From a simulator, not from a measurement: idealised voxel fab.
Process module in this document: voxel transistor to metal
Cross-section cut spans 200 nm and uses square cells 5 nm in size.
Cross-section layout: square cells on a grid; listed as bands, top to bottom; a band spans one or more cell rows. In this notation a band is specified by the heights of its top and bottom, in that order and in nm, after which its materials appear from left to right, each paired with its width in nm. The word "full width" attached to a single material means that material fills the band from edge to edge; the word "blank" stands for empty space. Convention: height 0 is the level below which the wafer, as received, is all one material. The lowest band does not terminate at the bottom but continues downward, represented as "z 0 and below". Width "30..40": first value at the band's top row of cells, second value at its bottom row, equal change from row to row. Take "no alterations made" at face value: in the step it is given for, the cross-section changed in none of its cells. Under "Enclosed void list" you'll find the enclosed gaps, the ones with no way out to the top, that are 8 cells or bigger; each reads width x height at distance, with distance counted from the left edge, everything in nm. It should be noted that, on the line of a given step, the content following the step's settings is a remark produced by the simulator itself with respect to that step. A step's line can hold "overlay nm"; with a mask on that step, the setting says how far right of the planned place the mask lay, while a negative setting says it lay to the left. Note: before/after cross-section pairs follow, one process step per pair, after-side truncated at the lowest changed band, step and settings given beneath. Different runs of this module on the same starting wafer may supply the pairs; a pair continues the one above only where the "Before the step" entry says so.

# Before the step
    z 45 to 40: blank 65, SiN 10, blank 5, SiCN 35, blank 5, SiN 10, blank 70
    z 40 to 30: blank 65, SiN 10, SiO2 5, SiCN 35, SiO2 5, SiN 10, blank 70
    z 30 to 5: blank 65, SiN 10, SiO2 5, polySi 35, SiO2 5, SiN 10, blank 70
    z 5 to 0: blank 30, SiN 10, blank 25, SiN 10, SiO2 5, polySi 35, SiO2 5, SiN 10, blank 25, SiN 10, blank 35
    z 0 to -5: SiO2 40, pSi 5, blank 15, pSi 5, SiO2 65, pSi 5, blank 15, pSi 5, SiO2 45
    z -5 to -10: SiO2 35, Si 5, pSi 25, Si 65, pSi 25, Si 5, SiO2 40
    z -10 to -40: SiO2 35, Si 125, SiO2 40
    z -40 and below: Si full width
    Enclosed void list: none

# Post-Step Appearance
    z 50 to 45: TiN full width
    z 45 to 40: TiN 65, SiN 10, TiN 5, SiCN 35, TiN 5, SiN 10, TiN 70
    z 40 to 30: TiN 65, SiN 10, SiO2 5, SiCN 35, SiO2 5, SiN 10, TiN 70
    z 30 to 5: TiN 65, SiN 10, SiO2 5, polySi 35, SiO2 5, SiN 10, TiN 70
    z 5 to 0: TiN 30, SiN 10, TiN 25, SiN 10, SiO2 5, polySi 35, SiO2 5, SiN 10, TiN 25, SiN 10, TiN 35
    z 0 to -5: SiO2 40, pSi 5, TiN 15, pSi 5, SiO2 65, pSi 5, TiN 15, pSi 5, SiO2 45
    Nothing below the height -5 has changed.
    Enclosed void list: none
Can you say which step sits between the two cross-sections above? FILL_DEP,material TiN,thk nm 5

Before the step: the state before this step is the cross-section shown after the step in the pair just above.

# Post-Step Appearance
    z 30 to 5: TiN 65, SiN 10, SiO2 5, polySi 35, SiO2 5, SiN 10, TiN 70
    Nothing below the height 5 has changed.
    Enclosed void list: none
Can you say which step sits between the two cross-sections above? CMP,height nm 30

Before the step: the state before this step is the cross-section shown after the step in the pair just above.

# Post-Step Appearance
    z 30 to 5: TiN 65, SiN 10, SiO2 5, blank 35, SiO2 5, SiN 10, TiN 70
    z 5 to 0: TiN 30, SiN 10, TiN 25, SiN 10, SiO2 5, blank 35, SiO2 5, SiN 10, TiN 25, SiN 10, TiN 35
    Nothing below the height 0 has changed.
    Enclosed void list: none
Can you say which step sits between the two cross-sections above? STRIP,etch materials polySi

Before the step: the state before this step is the cross-section shown after the step in the pair just above.

# Post-Step Appearance
    z 30 to 5: TiN 65, SiN 10, blank 45, SiN 10, TiN 70
    z 5 to 0: TiN 30, SiN 10, TiN 25, SiN 10, blank 45, SiN 10, TiN 25, SiN 10, TiN 35
    z 0 to -5: SiO2 40, pSi 5, TiN 15, pSi 5, SiO2 10, blank 45, SiO2 10, pSi 5, TiN 15, pSi 5, SiO2 45
    Nothing below the height -5 has changed.
    Enclosed void list: none
Can you say which step sits between the two cross-sections above? SELECTIVE_ETCH,etch materials SiO2,depth nm 5

Before the step: the state before this step is the cross-section shown after the step in the pair just above.

# Post-Step Appearance
    z 35 to 30: HfO2 80, blank 35, HfO2 85
    z 30 to 5: TiN 65, SiN 10, HfO2 5, blank 35, HfO2 5, SiN 10, TiN 70
    z 5 to 0: TiN 30, SiN 10, TiN 25, SiN 10, HfO2 5, blank 35, HfO2 5, SiN 10, TiN 25, SiN 10, TiN 35
    z 0 to -5: SiO2 40, pSi 5, TiN 15, pSi 5, SiO2 10, HfO2 45, SiO2 10, pSi 5, TiN 15, pSi 5, SiO2 45
    Nothing below the height -5 has changed.
    Enclosed void list: none
Can you say which step sits between the two cross-sections above? CONFORMAL_DEP,material HfO2,thk nm 5

Before the step: the state before this step is the cross-section shown after the step in the pair just above.

# Post-Step Appearance
    z 40 to 35: TiN 85, blank 25, TiN 90
    z 35 to 30: HfO2 80, TiN 5, blank 25, TiN 5, HfO2 85
    z 30 to 5: TiN 65, SiN 10, HfO2 5, TiN 5, blank 25, TiN 5, HfO2 5, SiN 10, TiN 70
    z 5 to 0: TiN 30, SiN 10, TiN 25, SiN 10, HfO2 5, TiN 35, HfO2 5, SiN 10, TiN 25, SiN 10, TiN 35
    Nothing below the height 0 has changed.
    Enclosed void list: none
Can you say which step sits between the two cross-sections above? CONFORMAL_DEP,material TiN,thk nm 5

Before the step: the state before this step is the cross-section shown after the step in the pair just above.

# Post-Step Appearance
    z 45 to 40: W full width
    z 40 to 35: TiN 85, W 25, TiN 90
    z 35 to 30: HfO2 80, TiN 5, W 25, TiN 5, HfO2 85
    z 30 to 5: TiN 65, SiN 10, HfO2 5, TiN 5, W 25, TiN 5, HfO2 5, SiN 10, TiN 70
    Nothing below the height 5 has changed.
    Enclosed void list: none
Can you say which step sits between the two cross-sections above? FILL_DEP,material W,thk nm 5

Before the step: the state before this step is the cross-section shown after the step in the pair just above.

# Post-Step Appearance
    z 25 to 5: TiN 65, SiN 10, HfO2 5, TiN 5, W 25, TiN 5, HfO2 5, SiN 10, TiN 70
    Nothing below the height 5 has changed.
    Enclosed void list: none
Can you say which step sits between the two cross-sections above? CMP,height nm 25

Before the step: the state before this step is the cross-section shown after the step in the pair just above.

# Post-Step Appearance
    z 35 to 25: SiO2 full width
    Nothing below the height 25 has changed.
    Enclosed void list: none
Can you say which step sits between the two cross-sections above? DIRECTIONAL_DEP,material SiO2,thk nm 10

Before the step: the state before this step is the cross-section shown after the step in the pair just above.

# Post-Step Appearance
    z 50 to 35: resist 40, blank 20, resist 75, blank 20, resist 45
    Nothing below the height 35 has changed.
    Enclosed void list: none
Can you say which step sits between the two cross-sections above? PATTERN,tone open,mask id CONTACT,material resist,width nm 20,pitch nm 95,thk nm 15,overlay nm 0

Before the step: the state before this step is the cross-section shown after the step in the pair just above.

# Post-Step Appearance
    z 50 to 35: resist 40, blank 20, resist 75, blank 20, resist 45
    z 35 to 25: SiO2 40, blank 20, SiO2 75, blank 20, SiO2 45
    Nothing below the height 25 has changed.
    Enclosed void list: none
Can you say which step sits between the two cross-sections above? DIRECTIONAL_ETCH,etch materials SiO2,depth nm 40

Before the step: the state before this step is the cross-section shown after the step in the pair just above.

# Post-Step Appearance
    z 35 to 25: SiO2 40, blank 20, SiO2 75, blank 20, SiO2 45
    Nothing below the height 25 has changed.
    Enclosed void list: none
Can you say which step sits between the two cross-sections above? STRIP,etch materials resist

Before the step: the state before this step is the cross-section shown after the step in the pair just above.

# Post-Step Appearance
    z 40 to 35: TiN 45, blank 10, TiN 85, blank 10, TiN 50
    z 35 to 30: SiO2 40, TiN 5, blank 10, TiN 5, SiO2 75, TiN 5, blank 10, TiN 5, SiO2 45
    z 30 to 25: SiO2 40, TiN 20, SiO2 75, TiN 20, SiO2 45
    Nothing below the height 25 has changed.
    Enclosed void list: none
Can you say which step sits between the two cross-sections above? CONFORMAL_DEP,material TiN,thk nm 5

Before the step: the state before this step is the cross-section shown after the step in the pair just above.

# Post-Step Appearance
    z 50 to 40: W full width
    z 40 to 35: TiN 45, W 10, TiN 85, W 10, TiN 50
    z 35 to 30: SiO2 40, TiN 5, W 10, TiN 5, SiO2 75, TiN 5, W 10, TiN 5, SiO2 45
    Nothing below the height 30 has changed.
    Enclosed void list: none
Can you say which step sits between the two cross-sections above? FILL_DEP,material W,thk nm 10

Before the step: the state before this step is the cross-section shown after the step in the pair just above.

# Post-Step Appearance
    z 35 to 30: SiO2 40, TiN 5, W 10, TiN 5, SiO2 75, TiN 5, W 10, TiN 5, SiO2 45
    Nothing below the height 30 has changed.
    Enclosed void list: none
Can you say which step sits between the two cross-sections above? CMP,height nm 35

Before the step: the state before this step is the cross-section shown after the step in the pair just above.

# Post-Step Appearance
    z 40 to 35: TiN full width
    Nothing below the height 35 has changed.
    Enclosed void list: none
Can you say which step sits between the two cross-sections above? DIRECTIONAL_DEP,material TiN,thk nm 5

Before the step: the state before this step is the cross-section shown after the step in the pair just above.

# Post-Step Appearance
    z 55 to 40: Ru full width
    Nothing below the height 40 has changed.
    Enclosed void list: none
Can you say which step sits between the two cross-sections above? DIRECTIONAL_DEP,material Ru,thk nm 15

Before the step: the state before this step is the cross-section shown after the step in the pair just above.

# Post-Step Appearance
    z 55 to 40: blank 40, Ru 20, blank 75, Ru 20, blank 45
    Nothing below the height 40 has changed.
    Enclosed void list: none
Can you say which step sits between the two cross-sections above? MASKED_ETCH,tone cover,mask id METAL_1,width nm 20,pitch nm 95,etch materials Ru,depth nm 15,overlay nm 0

Before the step: the state before this step is the cross-section shown after the step in the pair just above.

# Post-Step Appearance
    z 55 to 40: blank 40, Ru 20, blank 75, Ru 20, blank 45
    z 40 to 35: blank 40, TiN 20, blank 75, TiN 20, blank 45
    Nothing below the height 35 has changed.
    Enclosed void list: none
Can you say which step sits between the two cross-sections above? MASKED_ETCH,tone cover,mask id METAL_1,width nm 20,pitch nm 95,etch materials TiN,depth nm 5,overlay nm 0

Before the step: the state before this step is the cross-section shown after the step in the pair just above.

# Post-Step Appearance
    z 60 to 55: blank 35, SiN 30, blank 65, SiN 30, blank 40
    z 55 to 40: blank 35, SiN 5, Ru 20, SiN 5, blank 65, SiN 5, Ru 20, SiN 5, blank 40
    z 40 to 35: SiN 40, TiN 20, SiN 75, TiN 20, SiN 45
    Nothing below the height 35 has changed.
    Enclosed void list: none
Can you say which step sits between the two cross-sections above? CONFORMAL_DEP,material SiN,thk nm 5

Before the step: the state before this step is the cross-section shown after the step in the pair just above.

# Post-Step Appearance
    z 65 to 60: lowk full width
    z 60 to 55: lowk 35, SiN 30, lowk 65, SiN 30, lowk 40
    z 55 to 40: lowk 35, SiN 5, Ru 20, SiN 5, lowk 65, SiN 5, Ru 20, SiN 5, lowk 40
    Nothing below the height 40 has changed.
    Enclosed void list: none
Can you say which step sits between the two cross-sections above? FILL_DEP,material lowk,thk nm 5

Before the step: the state before this step is the cross-section shown after the step in the pair just above.

# Post-Step Appearance
    z 55 to 40: lowk 35, SiN 5, Ru 20, SiN 5, lowk 65, SiN 5, Ru 20, SiN 5, lowk 40
    Nothing below the height 40 has changed.
    Enclosed void list: none
Can you say which step sits between the two cross-sections above? CMP,height nm 55

Before the step: the state before this step is the cross-section shown after the step in the pair just above.

# Post-Step Appearance
    z 60 to 55: SiCN full width
    Nothing below the height 55 has changed.
    Enclosed void list: none
Can you say which step sits between the two cross-sections above? CONFORMAL_DEP,material SiCN,thk nm 5

# Before the step
    z 55 to 40: Ru full width
    z 40 to 35: TiN full width
    z 35 to 25: SiO2 40, TiN 5, W 10, TiN 5, SiO2 75, TiN 5, W 10, TiN 5, SiO2 45
    z 25 to 5: SiO2 40, TiN 5, W 10, TiN 5, SiO2 5, SiN 10, HfO2 5, TiN 5, W 25, TiN 5, HfO2 5, SiN 10, SiO2 5, TiN 5, W 10, TiN 5, SiO2 45
    z 5 to 0: SiO2 30, SiN 10, TiN 10, W 5, TiN 5, SiO2 5, SiN 10, HfO2 5, TiN 35, HfO2 5, SiN 10, SiO2 5, TiN 5, W 5, TiN 10, SiN 10, SiO2 35
    z 0 to -5: SiO2 40, pSi 5, TiN 15, pSi 5, SiO2 10, HfO2 45, SiO2 10, pSi 5, TiN 15, pSi 5, SiO2 45
    z -5 to -10: SiO2 35, Si 5, pSi 25, Si 65, pSi 25, Si 5, SiO2 40
    z -10 to -40: SiO2 35, Si 125, SiO2 40
    z -40 and below: Si full width
    Enclosed void list: none

# Post-Step Appearance
    z 55 to 40: Ru 40, blank 20, Ru 75, blank 20, Ru 45
    Nothing below the height 40 has changed.
    Enclosed void list: none
Can you say which step sits between the two cross-sections above? MASKED_ETCH,tone open,mask id METAL_1,width nm 20,pitch nm 95,etch materials Ru,depth nm 15,overlay nm 0

Before the step: the state before this step is the cross-section shown after the step in the pair just above.

# Post-Step Appearance
    z 60 to 55: SiN 45, blank 10, SiN 85, blank 10, SiN 50
    z 55 to 45: Ru 40, SiN 5, blank 10, SiN 5, Ru 75, SiN 5, blank 10, SiN 5, Ru 45
    z 45 to 40: Ru 40, SiN 20, Ru 75, SiN 20, Ru 45
    Nothing below the height 40 has changed.
    Enclosed void list: none
Can you say which step sits between the two cross-sections above? CONFORMAL_DEP,material SiN,thk nm 5

Before the step: the state before this step is the cross-section shown after the step in the pair just above.

# Post-Step Appearance
    z 65 to 60: lowk full width
    z 60 to 55: SiN 45, lowk 10, SiN 85, lowk 10, SiN 50
    z 55 to 45: Ru 40, SiN 5, lowk 10, SiN 5, Ru 75, SiN 5, lowk 10, SiN 5, Ru 45
    Nothing below the height 45 has changed.
    Enclosed void list: none
Can you say which step sits between the two cross-sections above? FILL_DEP,material lowk,thk nm 5

Before the step: the state before this step is the cross-section shown after the step in the pair just above.

# Post-Step Appearance
    z 55 to 45: Ru 40, SiN 5, lowk 10, SiN 5, Ru 75, SiN 5, lowk 10, SiN 5, Ru 45
    Nothing below the height 45 has changed.
    Enclosed void list: none
Can you say which step sits between the two cross-sections above? CMP,height nm 55

Before the step: the state before this step is the cross-section shown after the step in the pair just above.

# Post-Step Appearance
    z 60 to 55: SiCN full width
    Nothing below the height 55 has changed.
    Enclosed void list: none
Can you say which step sits between the two cross-sections above? CONFORMAL_DEP,material SiCN,thk nm 5
